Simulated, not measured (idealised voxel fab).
Process module under the name voxel plated lines
Cross-section cut spans 255 nm and uses square cells 5 nm in size.
The cross-sections in this document take the form of a grid made of square cells. They are written out as bands, in order from top to bottom. Each band consists of one or more rows of cells. What a band's entry tells you: where the top is and where the bottom is, as heights in nm, and after that what lies inside, material by material from left to right, each with its width in nm. Empty space is written as the word "blank", and a single material marked with the word "everywhere" occupies the band from edge to edge. Basically, 0 is our baseline, since under it the wafer straight out of the box is all one material. The bottom band has no lower end and keeps on going down, so it looks like "0 -> down". Width spec "30..40" -> top row of cells at first value, bottom row at second value, equal per-row change in between. The designation "changes: none", where it is given for a processing step, indicates that no cell of the cross-section was altered in the course of that step. Entry "Unvented internal voids" = empty spaces >= 8 cells with no open way to the top; each as width x height at distance, distance from left edge, all nm. Formally, on a step line, whatever follows the settings is a remark that the simulator itself makes on the step. A step's line can hold "overlay nm"; with a mask on that step, the setting says how far right of the planned place the mask lay, while a negative setting says it lay to the left.

Intended process steps:
1 RECEIVE,material Si
2 CONFORMAL_DEP,material Al2O3,thk nm 15
3 DIRECTIONAL_DEP,material TiN,thk nm 5
4 PATTERN,tone open,mask id LINES,material resist,width nm 15,pitch nm 40,thk nm 30,overlay nm 0
5 EPI,material Ru,thk nm 10
6 EPI,material Ru,thk nm 5
7 STRIP,etch materials resist
8 DIRECTIONAL_ETCH,etch materials TiN,depth nm 5
9 CONFORMAL_DEP,material SiO2,thk nm 5
Among the wafers covered here, the point of difference is the width nm at step 4; their starting state is shared, and the plan presents the value of the first wafer.

Cross-section: the first of several wafers in its as-received state, i.e. following step 1:
    0 -> down: Si everywhere
    Unvented internal voids: none

Here is how to read the rows: every wafer has a row, and it shows the wafer at the end of the module, giving for each material how many cells were gained (+) or lost (-) since the wafer was received, then listing its closed voids:
width nm 15, +153 Al2O3, +18 Ru, +67 SiO2, +6 TiN, Unvented internal voids: none
width nm 20, +153 Al2O3, +24 Ru, +67 SiO2, +8 TiN, Unvented internal voids: none
width nm 25, +153 Al2O3, +30 Ru, +67 SiO2, +10 TiN, Unvented internal voids: none
